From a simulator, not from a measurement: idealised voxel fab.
The following is a process module called voxel self aligned contacts.
Square cells of 5 nm make up the cross-section cut, whose width is 255 nm.
Cross-section format: a grid of square cells, given as bands from top to bottom; each band is one or more rows of cells.
Heights first: top, then bottom, in nm. Then materials, left to right, each with a width in nm. "edge to edge" on a single material: fills the band edge to edge. "empty": empty space.
Basically, 0 is our baseline, since under it the wafer straight out of the box is all one material. The bottom band has no lower end and keeps on going down, so it looks like "0 -> down".
Note: "30 to 40" means the width goes from the first number (top row of the band) to the second number (bottom row) in equal steps per row of cells.
Given "identical to before" for a step, no cell of the cross-section differs between before and after that step.
"Fully sealed cavities": empty spaces of 8 cells or more with no open way to the top, each given as width x height at distance, distance from the left edge, all in nm.
after a step's settings: what the simulator itself notes on the step
"overlay nm", when on a step's line for a step with a mask, measures how far to the right of its planned place the mask lay; a negative measure means to the left.

[This section lists the process steps that were planned]
1: RECEIVE | material Si
2: CONFORMAL_DEP | material SiO2 | thk nm 5
3: DIRECTIONAL_DEP | material polySi | thk nm 25
4: DIRECTIONAL_DEP | material SiN | thk nm 25
5: MASKED_ETCH | tone cover | mask id GATE | width nm 30 | pitch nm 70 | etch materials SiN | depth nm 25 | overlay nm 0
6: MASKED_ETCH | tone cover | mask id GATE | width nm 30 | pitch nm 70 | etch materials polySi | depth nm 25 | overlay nm 0
7: CONFORMAL_DEP | material SiN | thk nm 10
8: DIRECTIONAL_ETCH | etch materials SiN | depth nm 10
9: FILL_DEP | material SiO2 | thk nm 10
10: CMP | height nm 60
11: DIRECTIONAL_DEP | material aC | thk nm 15
12: PATTERN | tone open | mask id CONTACT | material resist | width nm 50 | thk nm 30 | overlay nm 0
13: DIRECTIONAL_ETCH | etch materials aC | depth nm 15
14: STRIP | etch materials resist
15: DIRECTIONAL_ETCH | etch materials SiO2 | depth nm 60
16: STRIP | etch materials aC
17: CONFORMAL_DEP | material TiN | thk nm 5
18: FILL_DEP | material Ru | thk nm 5
19: CMP | height nm 60
20: CONFORMAL_DEP | material SiCN | thk nm 5

[First wafer out of two, processed as planned]

[Wafer cross-section on receipt, i.e. after step 1]
    0 -> down  Si edge to edge
    Fully sealed cavities: none

[After step 2, in cross-section]
    5 -> 0  SiO2 edge to edge
    Unchanged below 0.

[After step 3, in cross-section]
    30 -> 5  polySi edge to edge
    Unchanged below 5.

[After step 4, in cross-section]
    55 -> 30  SiN edge to edge
    Unchanged below 30.

[After step 5, in cross-section]
    55 -> 30  empty (75) / SiN (30) / empty (40) / SiN (30) / empty (80)
    Unchanged below 30.

[After step 6, in cross-section]
    55 -> 30  empty (75) / SiN (30) / empty (40) / SiN (30) / empty (80)
    30 -> 5  empty (75) / polySi (30) / empty (40) / polySi (30) / empty (80)
    Unchanged below 5.

[After step 7, in cross-section]
    65 -> 30  empty (65) / SiN (50) / empty (20) / SiN (50) / empty (70)
    30 -> 15  empty (65) / SiN (10) / polySi (30) / SiN (10) / empty (20) / SiN (10) / polySi (30) / SiN (10) / empty (70)
    15 -> 5  SiN (75) / polySi (30) / SiN (40) / polySi (30) / SiN (80)
    Unchanged below 5.

[After step 8, in cross-section]
    55 -> 30  empty (65) / SiN (50) / empty (20) / SiN (50) / empty (70)
    30 -> 5  empty (65) / SiN (10) / polySi (30) / SiN (10) / empty (20) / SiN (10) / polySi (30) / SiN (10) / empty (70)
    Unchanged below 5.

[After step 9, in cross-section]
    65 -> 55  SiO2 edge to edge
    55 -> 30  SiO2 (65) / SiN (50) / SiO2 (20) / SiN (50) / SiO2 (70)
    30 -> 5  SiO2 (65) / SiN (10) / polySi (30) / SiN (10) / SiO2 (20) / SiN (10) / polySi (30) / SiN (10) / SiO2 (70)
    Unchanged below 5.

[After step 10, in cross-section]
    60 -> 55  SiO2 edge to edge
    Unchanged below 55.

[After step 11, in cross-section]
    75 -> 60  aC edge to edge
    Unchanged below 60.

[After step 12, in cross-section]
    105 -> 75  resist (100) / empty (50) / resist (105)
    Unchanged below 75.

[After step 13, in cross-section]
    90 -> 75  resist (100) / empty (50) / resist (105)
    75 -> 60  aC (100) / empty (50) / aC (105)
    Unchanged below 60.

[After step 14, in cross-section]
    75 -> 60  aC (100) / empty (50) / aC (105)
    Unchanged below 60.

[After step 15, in cross-section]
    75 -> 60  aC (100) / empty (50) / aC (105)
    60 -> 55  SiO2 (100) / empty (50) / SiO2 (105)
    55 -> 30  SiO2 (65) / SiN (50) / empty (20) / SiN (50) / SiO2 (70)
    30 -> 5  SiO2 (65) / SiN (10) / polySi (30) / SiN (10) / empty (20) / SiN (10) / polySi (30) / SiN (10) / SiO2 (70)
    5 -> 0  SiO2 (115) / empty (20) / SiO2 (120)
    Unchanged below 0.

[After step 16, in cross-section]
    60 -> 55  SiO2 (100) / empty (50) / SiO2 (105)
    Unchanged below 55.

[After step 17, in cross-section]
    65 -> 60  TiN (105) / empty (40) / TiN (110)
    60 -> 55  SiO2 (100) / TiN (20) / empty (10) / TiN (20) / SiO2 (105)
    55 -> 30  SiO2 (65) / SiN (50) / TiN (5) / empty (10) / TiN (5) / SiN (50) / SiO2 (70)
    30 -> 5  SiO2 (65) / SiN (10) / polySi (30) / SiN (10) / TiN (5) / empty (10) / TiN (5) / SiN (10) / polySi (30) / SiN (10) / SiO2 (70)
    5 -> 0  SiO2 (115) / TiN (20) / SiO2 (120)
    Unchanged below 0.

[After step 18, in cross-section]
    70 -> 65  Ru edge to edge
    65 -> 60  TiN (105) / Ru (40) / TiN (110)
    60 -> 55  SiO2 (100) / TiN (20) / Ru (10) / TiN (20) / SiO2 (105)
    55 -> 30  SiO2 (65) / SiN (50) / TiN (5) / Ru (10) / TiN (5) / SiN (50) / SiO2 (70)
    30 -> 5  SiO2 (65) / SiN (10) / polySi (30) / SiN (10) / TiN (5) / Ru (10) / TiN (5) / SiN (10) / polySi (30) / SiN (10) / SiO2 (70)
    Unchanged below 5.

[After step 19, in cross-section]
    60 -> 55  SiO2 (100) / TiN (20) / Ru (10) / TiN (20) / SiO2 (105)
    Unchanged below 55.

[After step 20, in cross-section]
    65 -> 60  SiCN edge to edge
    Unchanged below 60.

[Second wafer - shared start and plan with the first - one error in running - same as the first up to step 7 inclusive]

[Cross-section, second wafer, at the end time the plan gives for step 8]
    60 -> 30  empty (65) / SiN (50) / empty (20) / SiN (50) / empty (70)
    30 -> 10  empty (65) / SiN (10) / polySi (30) / SiN (10) / empty (20) / SiN (10) / polySi (30) / SiN (10) / empty (70)
    Unchanged below 10.

[Cross-section, second wafer, at the end time the plan gives for step 9]
    70 -> 60  SiO2 edge to edge
    60 -> 30  SiO2 (65) / SiN (50) / SiO2 (20) / SiN (50) / SiO2 (70)
    30 -> 10  SiO2 (65) / SiN (10) / polySi (30) / SiN (10) / SiO2 (20) / SiN (10) / polySi (30) / SiN (10) / SiO2 (70)
    Unchanged below 10.

[Cross-section, second wafer, at the end time the plan gives for step 10]
    60 -> 30  SiO2 (65) / SiN (50) / SiO2 (20) / SiN (50) / SiO2 (70)
    Unchanged below 30.

[Cross-section, second wafer, at the end time the plan gives for step 11]
    75 -> 60  aC edge to edge
    Unchanged below 60.

[Cross-section, second wafer, at the end time the plan gives for step 12]
    105 -> 75  resist (100) / empty (50) / resist (105)
    Unchanged below 75.

[Cross-section, second wafer, at the end time the plan gives for step 13]
    90 -> 75  resist (100) / empty (50) / resist (105)
    75 -> 60  aC (100) / empty (50) / aC (105)
    Unchanged below 60.

[Cross-section, second wafer, at the end time the plan gives for step 14]
    75 -> 60  aC (100) / empty (50) / aC (105)
    Unchanged below 60.

[Cross-section, second wafer, at the end time the plan gives for step 15]
    75 -> 60  aC (100) / empty (50) / aC (105)
    60 -> 30  SiO2 (65) / SiN (50) / empty (20) / SiN (50) / SiO2 (70)
    30 -> 10  SiO2 (65) / SiN (10) / polySi (30) / SiN (10) / empty (20) / SiN (10) / polySi (30) / SiN (10) / SiO2 (70)
    Unchanged below 10.

[Cross-section, second wafer, at the end time the plan gives for step 16]
    60 -> 30  SiO2 (65) / SiN (50) / empty (20) / SiN (50) / SiO2 (70)
    Unchanged below 30.

[Cross-section, second wafer, at the end time the plan gives for step 17]
    65 -> 60  TiN (120) / empty (10) / TiN (125)
    60 -> 30  SiO2 (65) / SiN (50) / TiN (5) / empty (10) / TiN (5) / SiN (50) / SiO2 (70)
    30 -> 15  SiO2 (65) / SiN (10) / polySi (30) / SiN (10) / TiN (5) / empty (10) / TiN (5) / SiN (10) / polySi (30) / SiN (10) / SiO2 (70)
    15 -> 10  SiO2 (65) / SiN (10) / polySi (30) / SiN (10) / TiN (20) / SiN (10) / polySi (30) / SiN (10) / SiO2 (70)
    Unchanged below 10.

[Cross-section, second wafer, at the end time the plan gives for step 18]
    70 -> 65  Ru edge to edge
    65 -> 60  TiN (120) / Ru (10) / TiN (125)
    60 -> 30  SiO2 (65) / SiN (50) / TiN (5) / Ru (10) / TiN (5) / SiN (50) / SiO2 (70)
    30 -> 15  SiO2 (65) / SiN (10) / polySi (30) / SiN (10) / TiN (5) / Ru (10) / TiN (5) / SiN (10) / polySi (30) / SiN (10) / SiO2 (70)
    Unchanged below 15.

[Cross-section, second wafer, at the end time the plan gives for step 19]
    60 -> 30  SiO2 (65) / SiN (50) / TiN (5) / Ru (10) / TiN (5) / SiN (50) / SiO2 (70)
    Unchanged below 30.

[Cross-section, second wafer, at the end time the plan gives for step 20]
    65 -> 60  SiCN edge to edge
    Unchanged below 60.
Which mistake was made when the wafer was run? step 8 was run on a setting that differed from the plan, and what really ran there is DIRECTIONAL_ETCH | etch materials SiN | depth nm 5
It is noted that, at the conclusion of processing, the second wafer exhibits a higher or lower cell count for certain materials relative to the first: 4 fewer of Ru; 51 more of SiN; 37 fewer of SiO2; 10 fewer of TiN
